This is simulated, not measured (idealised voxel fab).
Proc. module: voxel trench capacitor
Cross-section cut spans 145 nm and uses square cells 5 nm in size.
In this document a cross-section is written as a grid of square cells. It is given as a series of bands, listed from the top down, and a band is one or more rows of cells. A band entry consists of two parts. The first gives the height of the band's top and the height of its bottom, in nm. The rest lists the band's materials from left to right, each with its width in nm. A single material labelled with the word "all across" fills the band from edge to edge, and the word "blank" marks empty space. Measure heights from 0. That's the level where, below it, the as-received wafer is all one material. The lowest band is bottomless and extends downward; write it as in "0 -> down". Width spec "30->40" -> top row of cells at first value, bottom row at second value, equal per-row change in between. Basically "no alterations made" means that step didn't change any cell in the cross-section. Basically, "Catalogued sealed voids" tells you about the enclosed voids: empty spaces with no open way to the top, 8 cells or bigger, each written width x height at distance, where distance is from the left edge, all in nm. Anything after a step's settings on that line? It's the simulator's own note about the step. A step's line can hold "overlay nm"; with a mask on that step, the setting says how far right of the planned place the mask lay, while a negative setting says it lay to the left.
# The planned process steps are enumerated hereunder
- 1: RECEIVE [material Si]
- 2: CONFORMAL_DEP [material SiN] [thk nm 10]
- 3: MASKED_ETCH [tone open] [mask id TRENCH] [width nm 30] [pitch nm 45] [etch materials SiN] [depth nm 10] [overlay nm 0]
- 4: MASKED_ETCH [tone open] [mask id TRENCH] [width nm 20] [pitch nm 45] [etch materials Si] [depth nm 25] [overlay nm 0]
- 5: CONFORMAL_DEP [material Al2O3] [thk nm 5]
- 6: CONFORMAL_DEP [material TiN] [thk nm 5]
- 7: FILL_DEP [material W] [thk nm 10]
- 8: CMP [height nm 10]
varied across the wafers: width nm of step 4. The plan shows the first wafer's value. All wafers start alike
# This is how the first of several wafers looked in cross-section when it arrived, which is after step 1
* 0 -> down | Si all across
* Catalogued sealed voids: none
# Cross-section after step 8, the final step of the module, for the first of several wafers
* 10 -> 0 | SiN 35 / Al2O3 5->10 / TiN 20->10 / Al2O3 5->10 / SiN 15 / Al2O3 5->10 / TiN 20->10 / Al2O3 5->10 / SiN 35
* 0 -> -20 | Si 40 / Al2O3 5 / TiN 10 / Al2O3 5 / Si 25 / Al2O3 5 / TiN 10 / Al2O3 5 / Si 40
* -20 -> -25 | Si 40 / Al2O3 20 / Si 25 / Al2O3 20 / Si 40
* -25 -> down | Si all across
* Catalogued sealed voids: none
# Cross-section, module end, final of several wafers
* 10 -> 0 | SiN 35 / Al2O3 5 / TiN 5 / W 10 / TiN 5 / Al2O3 5 / SiN 15 / Al2O3 5 / TiN 5 / W 10 / TiN 5 / Al2O3 5 / SiN 35
* 0 -> -15 | Si 35 / Al2O3 5 / TiN 5 / W 10 / TiN 5 / Al2O3 5 / Si 15 / Al2O3 5 / TiN 5 / W 10 / TiN 5 / Al2O3 5 / Si 35
* -15 -> -20 | Si 35 / Al2O3 5 / TiN 20 / Al2O3 5 / Si 15 / Al2O3 5 / TiN 20 / Al2O3 5 / Si 35
* -20 -> -25 | Si 35 / Al2O3 30 / Si 15 / Al2O3 30 / Si 35
* -25 -> down | Si all across
* Catalogued sealed voids: none
# Below: a row per wafer. Contents at end of module: for every material, cells gained since receipt (+) or lost since receipt (-); then closed voids
width nm 20; +36 Al2O3; -40 Si; +34 SiN; +28 TiN; Catalogued sealed voids: none
width nm 25; +36 Al2O3; -50 Si; +34 SiN; +28 TiN; +10 W; Catalogued sealed voids: none
width nm 30; +36 Al2O3; -60 Si; +34 SiN; +28 TiN; +20 W; Catalogued sealed voids: none
